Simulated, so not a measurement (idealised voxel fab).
This section sets out a process module, namely voxel ribs on slabs.
Section shown: cut. Width: 285 nm. Cell size: 5 nm, square.
In this document a cross-section is written as a grid of square cells. It is given as a series of bands, listed from the top down, and a band is one or more rows of cells. Top height, bottom height, nm. Materials left to right, width each, nm. Single material + "edge to edge" = fills band edge to edge. "empty" = empty. Height reference: 0 = level under which incoming wafer is all one material. Lowest band: no bottom, runs on downward, e.g. "0 -> down". A two-number width, for instance "30->40", indicates that the width is equal to the first number in the top row of the band and to the second number in the bottom row, and that it changes by a constant amount per row of cells. "no alteration" after a step means that no cell of the cross-section changed. Closed void catalog: empty space of 8 cells or more with no open way to the top, each as width x height at its distance from the left edge, in nm. Note: text after step settings on the step line = simulator remark on that step. What "overlay nm" on a step's line means: if the step has a mask, that mask lay this far to the right of its planned place, or, when the value is negative, to the left.

# Process steps (planned)
1 RECEIVE [material Si]
2 DIRECTIONAL_DEP [material SiO2] [thk nm 25]
3 DIRECTIONAL_DEP [material SiN] [thk nm 15]
4 PATTERN [tone cover] [mask id RIB] [material resist] [width nm 30] [thk nm 15] [overlay nm 0]
5 DIRECTIONAL_ETCH [etch materials SiN] [depth nm 10]
6 STRIP [etch materials resist]
7 MASKED_ETCH [tone cover] [mask id SLAB] [width nm 60] [etch materials SiN] [depth nm 5] [overlay nm 0]
8 FILL_DEP [material SiO2] [thk nm 25]
9 CMP [height nm 60]
10 DIRECTIONAL_DEP [material TiN] [thk nm 10]
11 DIRECTIONAL_DEP [material aC] [thk nm 10]
12 PATTERN [tone cover] [mask id HEATER] [material resist] [width nm 40] [thk nm 30] [overlay nm 0]
13 DIRECTIONAL_ETCH [etch materials aC] [depth nm 10]
14 STRIP [etch materials resist]
15 DIRECTIONAL_ETCH [etch materials TiN] [depth nm 10]
16 STRIP [etch materials aC]
17 CONFORMAL_DEP [material SiN] [thk nm 5]
Where the wafers of this document differ is in the width nm of step 7; they start out the same, and the plan states the value that applied to the first wafer.

# First of several wafers, received after step 1, in cross-section
	0 -> down: Si edge to edge
	Closed void catalog: none

# So in this table every wafer gets its own row, and what you see is where it stands at the end of the module: for each material, how many cells it picked up (+) or gave up (-) since we received it, and after that its closed voids
width nm 60 | +85 SiN | +660 SiO2 | +16 TiN | Closed void catalog: none
width nm 65 | +86 SiN | +659 SiO2 | +16 TiN | Closed void catalog: none
width nm 70 | +87 SiN | +658 SiO2 | +16 TiN | Closed void catalog: none
width nm 75 | +88 SiN | +657 SiO2 | +16 TiN | Closed void catalog: none
width nm 80 | +89 SiN | +656 SiO2 | +16 TiN | Closed void catalog: none
width nm 85 | +90 SiN | +655 SiO2 | +16 TiN | Closed void catalog: none
